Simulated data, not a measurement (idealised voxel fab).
Process module under the name voxel ribs on slabs
Cross-section cut: width 250 nm, square cells of 5 nm.
Cross-sections here: square-cell grids, written as top-down lists of bands, a band being one or more rows of cells.
Read a band's entry like this: the first values are the height of its top and the height of its bottom in nm, and what follows is the sequence of materials from left to right, each with its width in nm. Note that "empty" is empty space, and that a single material marked "everywhere" reaches across the band from edge to edge.
Heads up on the height convention: 0 is the point under which the incoming wafer is all one material, and the lowest band has no bottom, it just keeps going down, like "from 0 down".
Graded width ("30->40"): value in top row of band = first number; value in bottom row = second number; row-to-row change constant.
The designation "no modifications", where it is given for a processing step, indicates that no cell of the cross-section was altered in the course of that step.
"Closed void listing" specifies each empty space that is not open to the top and that occupies no fewer than 8 cells, using the form width x height at distance, the distance measured from the left edge and all three quantities in nm.
Heads up: the bit after the settings on a step's line is the simulator's remark on that step.
A step's line can hold "overlay nm"; with a mask on that step, the setting says how far right of the planned place the mask lay, while a negative setting says it lay to the left.
Planned step list for the process
1,RECEIVE,material Si
2,DIRECTIONAL_DEP,material SiO2,thk nm 30
3,DIRECTIONAL_DEP,material SiN,thk nm 15
4,PATTERN,tone cover,mask id RIB,material resist,width nm 25,thk nm 15,overlay nm 0
5,DIRECTIONAL_ETCH,etch materials SiN,depth nm 5
6,STRIP,etch materials resist
7,MASKED_ETCH,tone cover,mask id SLAB,width nm 75,etch materials SiN,depth nm 10,overlay nm 0
8,FILL_DEP,material SiO2,thk nm 25
9,CMP,height nm 60
10,DIRECTIONAL_DEP,material TiN,thk nm 10
11,DIRECTIONAL_DEP,material aC,thk nm 10
12,PATTERN,tone cover,mask id HEATER,material resist,width nm 35,thk nm 30,overlay nm 0
13,DIRECTIONAL_ETCH,etch materials aC,depth nm 10
14,STRIP,etch materials resist
15,DIRECTIONAL_ETCH,etch materials TiN,depth nm 10
16,STRIP,etch materials aC
17,CONFORMAL_DEP,material SiN,thk nm 5
Shown in cross-section is the wafer as received, that is, as it stands after step 1
* from 0 down = Si everywhere
* Closed void listing: none
Cross-section taken at module completion on the first of two wafers; processed per the plan
* from 75 to 70 = empty (100) | SiN (45) | empty (105)
* from 70 to 65 = empty (100) | SiN (5) | TiN (35) | SiN (5) | empty (105)
* from 65 to 60 = SiN (105) | TiN (35) | SiN (110)
* from 60 to 45 = SiO2 everywhere
* from 45 to 40 = SiO2 (110) | SiN (25) | SiO2 (115)
* from 40 to 30 = SiO2 (85) | SiN (75) | SiO2 (90)
* from 30 to 0 = SiO2 everywhere
* from 0 down = Si everywhere
* Closed void listing: none
End of module, second wafer, cross-section. Started like the first, planned like the first, run with one mistake
* from 75 to 70 = empty (100) | SiN (45) | empty (105)
* from 70 to 65 = empty (100) | SiN (5) | TiN (35) | SiN (5) | empty (105)
* from 65 to 60 = SiN (105) | TiN (35) | SiN (110)
* from 60 to 50 = SiO2 everywhere
* from 50 to 45 = SiO2 (110) | SiN (25) | SiO2 (115)
* from 45 to 35 = SiO2 (85) | SiN (75) | SiO2 (90)
* from 35 to 0 = SiO2 everywhere
* from 0 down = Si everywhere
* Closed void listing: none
Here's what went sideways: contrary to plan, step 2 was performed as DIRECTIONAL_DEP,material SiO2,thk nm 35
In the final comparison it is observed that the number of cells assigned to each material is identical for the two wafers, whereas their placement is not.
